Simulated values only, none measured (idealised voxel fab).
Documented hereafter: the process module known as voxel wiring stack.
Cross-section cut: width 245 nm, square cells of 5 nm.
In this document a cross-section is written as a grid of square cells. It is given as a series of bands, listed from the top down, and a band is one or more rows of cells. Look at the band entry: it leads with the top's height and the bottom's height in nm. Then it lists the materials left to right, with a width in nm for each. The word "edge to edge" on a single material says that material fills the band edge to edge. The word "empty" is empty space. Height is counted from the level 0, under which the received wafer is composed throughout of one material. The lowest of the bands is not closed at the bottom but continues downward, in the notation "0 down". Read "30..40" as a graded width: first number on top, second number at the bottom, same change between each pair of neighbouring rows. "stayed the same", as given for a step, is the statement that not any cell of the cross-section underwent a change during that step. If an empty space has no open way to the top and is at least 8 cells in size, "Fully sealed voids" lists it, written width x height at distance, where distance is measured from the left edge and every value is in nm. That trailing text on a step's line, after the settings, is the simulator's own remark on the step. The optional step-line setting "overlay nm" applies to steps with a mask and quantifies how far to the right of its planned location the mask lay, a negative value indicating leftward placement.

-- This section lists the process steps that were planned
- 1: RECEIVE with material Si
- 2: CONFORMAL_DEP with material SiO2, thk nm 10
- 3: CONFORMAL_DEP with material SiCN, thk nm 5
- 4: DIRECTIONAL_DEP with material SiO2, thk nm 20
- 5: MASKED_ETCH with tone open, mask id METAL_1, width nm 30, pitch nm 60, etch materials SiO2, depth nm 20, overlay nm 0
- 6: MASKED_ETCH with tone open, mask id METAL_1, width nm 30, pitch nm 60, etch materials SiCN, depth nm 5, overlay nm 0
- 7: CONFORMAL_DEP with material TiN, thk nm 5
- 8: FILL_DEP with material W, thk nm 10
- 9: CMP with height nm 35
- 10: CONFORMAL_DEP with material SiCN, thk nm 5
- 11: DIRECTIONAL_DEP with material lowk, thk nm 20
- 12: PATTERN with tone open, mask id PLUG_1, material resist, width nm 15, pitch nm 60, thk nm 15, overlay nm 0
- 13: DIRECTIONAL_ETCH with etch materials lowk, depth nm 20
- 14: DIRECTIONAL_ETCH with etch materials SiCN, depth nm 5
- 15: STRIP with etch materials resist
- 16: EPI with material Ru, thk nm 10
- 17: EPI with material Ru, thk nm 10
- 18: EPI with material Ru, thk nm 5
- 19: DIRECTIONAL_DEP with material TiN, thk nm 5
- 20: DIRECTIONAL_DEP with material Ru, thk nm 25
- 21: PATTERN with tone cover, mask id METAL_2, material resist, width nm 30, pitch nm 60, thk nm 15, overlay nm 0
- 22: DIRECTIONAL_ETCH with etch materials Ru, depth nm 25
- 23: DIRECTIONAL_ETCH with etch materials TiN, depth nm 5
- 24: STRIP with etch materials resist
- 25: FILL_DEP with material lowk, thk nm 10
- 26: CMP with height nm 90
- 27: CONFORMAL_DEP with material SiCN, thk nm 5
- 28: DIRECTIONAL_DEP with material SiO2, thk nm 30
- 29: PATTERN with tone open, mask id METAL_3, material resist, width nm 30, pitch nm 60, thk nm 20, overlay nm 0
- 30: DIRECTIONAL_ETCH with etch materials SiO2, depth nm 20
- 31: STRIP with etch materials resist
- 32: PATTERN with tone open, mask id METAL_3_HOLES, material resist, width nm 15, pitch nm 60, thk nm 15, overlay nm 0
- 33: DIRECTIONAL_ETCH with etch materials SiO2, depth nm 10
- 34: DIRECTIONAL_ETCH with etch materials SiCN, depth nm 5
- 35: STRIP with etch materials resist
- 36: CONFORMAL_DEP with material TiN, thk nm 5
- 37: FILL_DEP with material Ru, thk nm 5
- 38: CMP with height nm 125
- 39: CONFORMAL_DEP with material SiCN, thk nm 5

-- Step 1 complete: cross-section of the wafer as received
0 down: Si edge to edge
Fully sealed voids: none

-- Cross-sectional view of the first of the two wafers upon completion of the module, processed in accordance with the plan
130 to 125: SiCN edge to edge
125 to 110: SiO2 (45) | TiN (5) | Ru (20) | TiN (5) | SiO2 (30) | TiN (5) | Ru (20) | TiN (5) | SiO2 (30) | TiN (5) | Ru (20) | TiN (5) | SiO2 (50)
110 to 105: SiO2 (45) | TiN (5) | Ru (5) | TiN (20) | SiO2 (30) | TiN (5) | Ru (5) | TiN (20) | SiO2 (30) | TiN (5) | Ru (5) | TiN (20) | SiO2 (50)
105 to 95: SiO2 (45) | TiN (5) | Ru (5) | TiN (5) | SiO2 (45) | TiN (5) | Ru (5) | TiN (5) | SiO2 (45) | TiN (5) | Ru (5) | TiN (5) | SiO2 (65)
95 to 90: SiCN (45) | TiN (15) | SiCN (45) | TiN (15) | SiCN (45) | TiN (15) | SiCN (65)
90 to 65: lowk (45) | Ru (30) | lowk (30) | Ru (30) | lowk (30) | Ru (30) | lowk (50)
65 to 60: lowk (45) | TiN (30) | lowk (30) | TiN (30) | lowk (30) | TiN (30) | lowk (50)
60 to 40: lowk (45) | Ru (15) | lowk (45) | Ru (15) | lowk (45) | Ru (15) | lowk (65)
40 to 35: SiCN (45) | Ru (15) | SiCN (45) | Ru (15) | SiCN (45) | Ru (15) | SiCN (65)
35 to 15: SiO2 (45) | TiN (5) | W (20) | TiN (5) | SiO2 (30) | TiN (5) | W (20) | TiN (5) | SiO2 (30) | TiN (5) | W (20) | TiN (5) | SiO2 (50)
15 to 10: SiCN (45) | TiN (30) | SiCN (30) | TiN (30) | SiCN (30) | TiN (30) | SiCN (50)
10 to 0: SiO2 edge to edge
0 down: Si edge to edge
Fully sealed voids: none

-- Wafer two cross-section, module end. Start and plan unchanged from wafer one; one mistake made during the run
130 to 125: SiCN edge to edge
125 to 110: SiO2 (45) | TiN (5) | Ru (20) | TiN (5) | SiO2 (30) | TiN (5) | Ru (20) | TiN (5) | SiO2 (30) | TiN (5) | Ru (20) | TiN (5) | SiO2 (50)
110 to 105: SiO2 (45) | TiN (5) | Ru (5) | TiN (20) | SiO2 (30) | TiN (5) | Ru (5) | TiN (20) | SiO2 (30) | TiN (5) | Ru (5) | TiN (20) | SiO2 (50)
105 to 95: SiO2 (45) | TiN (5) | Ru (5) | TiN (5) | SiO2 (45) | TiN (5) | Ru (5) | TiN (5) | SiO2 (45) | TiN (5) | Ru (5) | TiN (5) | SiO2 (65)
95 to 90: SiCN (45) | TiN (15) | SiCN (45) | TiN (15) | SiCN (45) | TiN (15) | SiCN (65)
90 to 65: lowk (45) | Ru (30) | lowk (30) | Ru (30) | lowk (30) | Ru (30) | lowk (50)
65 to 60: lowk (45) | TiN (30) | lowk (30) | TiN (30) | lowk (30) | TiN (30) | lowk (50)
60 to 40: lowk (45) | Ru (15) | lowk (45) | Ru (15) | lowk (45) | Ru (15) | lowk (65)
40 to 35: SiCN (45) | Ru (15) | SiCN (45) | Ru (15) | SiCN (45) | Ru (15) | SiCN (65)
35 to 20: SiO2 (55) | TiN (5) | W (20) | TiN (5) | SiO2 (30) | TiN (5) | W (20) | TiN (5) | SiO2 (30) | TiN (5) | W (20) | TiN (5) | SiO2 (40)
20 to 15: SiO2 (55) | TiN (5) | W (10) | TiN (15) | SiO2 (30) | TiN (5) | W (10) | TiN (15) | SiO2 (30) | TiN (5) | W (10) | TiN (15) | SiO2 (40)
15 to 10: SiCN (55) | TiN (20) | SiCN (40) | TiN (20) | SiCN (40) | TiN (20) | SiCN (50)
10 to 0: SiO2 edge to edge
0 down: Si edge to edge
Fully sealed voids: none
What was done differently from what was planned? step 5 did not happen as planned, as run it was MASKED_ETCH with tone open, mask id METAL_1, width nm 30, pitch nm 60, etch materials SiO2, depth nm 20, overlay nm 10
Bottom line after processing is that, in cells, the second wafer is up or down on some materials versus the first: 6 more of SiCN | 6 fewer of W
